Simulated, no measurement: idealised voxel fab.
The document below concerns the process module designated voxel capacitor over wiring.
The cross-section shown here is cut; it is 200 nm wide and divided into square cells measuring 5 nm on a side.
Cross-section spec: square-cell grid; bands listed top down; each band is one or more rows.
The entry gives the band's vertical extent as a top height and a bottom height in nm, then its horizontal make-up as materials from left to right, each with a width in nm. "blank" stands for empty space; a single material marked "all across" fills the band edge to edge.
We count height from 0. Below that, the starting wafer is all one material. The lowest band never ends at the bottom but goes on down; see "0..down" for how that is written.
Per-row width for "30..40": begins at first number (top row of band), ends at second number (bottom row), increment between rows held constant.
Key: "no alterations made" - step with no changed cell in the cross-section.
Empty spaces counting at least 8 cells and having no open way to the top are listed in "Listed closed voids". The notation width x height at distance is used for each, the distance being from the left edge and all three values in nm.
What comes after the settings on a step's line is commentary from the simulator itself on that step.
A step line may carry the setting "overlay nm", which, for steps involving a mask, states the distance by which the mask lay to the right of its intended position; negative values denote displacement to the left.

## plan
| 1 | RECEIVE, material Si |
| 2 | CONFORMAL_DEP, material SiO2, thk nm 15 |
| 3 | DIRECTIONAL_DEP, material TiN, thk nm 5 |
| 4 | DIRECTIONAL_DEP, material W, thk nm 25 |
| 5 | DIRECTIONAL_DEP, material aC, thk nm 15 |
| 6 | PATTERN, tone cover, mask id METAL_1, material resist, width nm 25, pitch nm 95, thk nm 30, overlay nm 0 |
| 7 | DIRECTIONAL_ETCH, etch materials aC, depth nm 15 |
| 8 | STRIP, etch materials resist |
| 9 | DIRECTIONAL_ETCH, etch materials W, depth nm 25 |
| 10 | DIRECTIONAL_ETCH, etch materials TiN, depth nm 5 |
| 11 | STRIP, etch materials aC |
| 12 | FILL_DEP, material SiO2, thk nm 10 |
| 13 | CMP, height nm 45 |
| 14 | CONFORMAL_DEP, material SiCN, thk nm 5 |
| 15 | DIRECTIONAL_DEP, material lowk, thk nm 20 |
| 16 | DIRECTIONAL_DEP, material aC, thk nm 15 |
| 17 | PATTERN, tone open, mask id PLUG_1, material resist, width nm 15, thk nm 30, overlay nm 0 |
| 18 | DIRECTIONAL_ETCH, etch materials aC, depth nm 15 |
| 19 | STRIP, etch materials resist |
| 20 | DIRECTIONAL_ETCH, etch materials lowk, depth nm 20 |
| 21 | DIRECTIONAL_ETCH, etch materials SiCN, depth nm 5 |
| 22 | STRIP, etch materials aC |
| 23 | CONFORMAL_DEP, material TiN, thk nm 5 |
| 24 | FILL_DEP, material Cu, thk nm 5 |
| 25 | CMP, height nm 70 |
| 26 | DIRECTIONAL_DEP, material TiN, thk nm 10 |
| 27 | DIRECTIONAL_DEP, material HfO2, thk nm 5 |
| 28 | DIRECTIONAL_DEP, material TiN, thk nm 5 |
| 29 | MASKED_ETCH, tone cover, mask id UPPER_PLATE, width nm 75, etch materials TiN, depth nm 5, overlay nm 0 |
| 30 | MASKED_ETCH, tone cover, mask id UPPER_PLATE, width nm 75, etch materials HfO2, depth nm 5, overlay nm 0 |
| 31 | MASKED_ETCH, tone cover, mask id LOWER_PLATE, width nm 85, etch materials TiN, depth nm 10, overlay nm 0 |
| 32 | FILL_DEP, material SiO2, thk nm 15 |
| 33 | CMP, height nm 100 |
| 34 | PATTERN, tone open, mask id PLUG_2, material resist, width nm 15, thk nm 20, overlay nm 0 |
| 35 | DIRECTIONAL_ETCH, etch materials SiO2, depth nm 10 |
| 36 | STRIP, etch materials resist |
| 37 | CONFORMAL_DEP, material TiN, thk nm 5 |
| 38 | FILL_DEP, material W, thk nm 5 |
| 39 | CMP, height nm 100 |
| 40 | CONFORMAL_DEP, material SiN, thk nm 5 |

## So this is the incoming wafer in cross-section - it's already been through step 1
0..down = Si all across
Listed closed voids: none

## End-of-module cross-section of the first of two wafers, processed as planned
105..100 = SiN all across
100..95 = SiO2=60 | TiN=5 | W=5 | TiN=5 | SiO2=125
95..85 = SiO2=60..50 | TiN=15..75 | SiO2=125..75
85..80 = SiO2=50 | HfO2=75 | SiO2=75
80..70 = SiO2=45 | TiN=85 | SiO2=70
70..50 = lowk=50 | TiN=5 | Cu=5 | TiN=5 | lowk=135
50..45 = SiCN=50 | TiN=15 | SiCN=135
45..20 = SiO2=40 | W=25 | SiO2=70 | W=25 | SiO2=40
20..15 = SiO2=40 | TiN=25 | SiO2=70 | TiN=25 | SiO2=40
15..0 = SiO2 all across
0..down = Si all across
Listed closed voids: none

## The second wafer, shown in cross-section after the module: started the same way as the first and given the same plan, yet one mistake crept into how it was run
105..100 = SiN all across
100..95 = SiO2=60 | TiN=5 | W=5 | TiN=5 | SiO2=125
95..85 = SiO2=60..50 | TiN=15..75 | SiO2=125..75
85..80 = SiO2=50 | HfO2=75 | SiO2=75
80..70 = SiO2=45 | TiN=85 | SiO2=70
70..50 = lowk=50 | TiN=5 | Cu=5 | TiN=5 | lowk=135
50..45 = SiCN=50 | TiN=15 | SiCN=135
45..20 = SiO2=45 | W=15 | SiO2=80 | W=15 | SiO2=45
20..15 = SiO2=45 | TiN=15 | SiO2=80 | TiN=15 | SiO2=45
15..0 = SiO2 all across
0..down = Si all across
Listed closed voids: none
Deviation from plan: step 6 did not use the planned setting and instead ran as PATTERN, tone cover, mask id METAL_1, material resist, width nm 15, pitch nm 95, thk nm 30, overlay nm 0
Wafer comparison, final, in cells, second relative to first, materials more or fewer: SiO2 +24 | TiN -4 | W -20
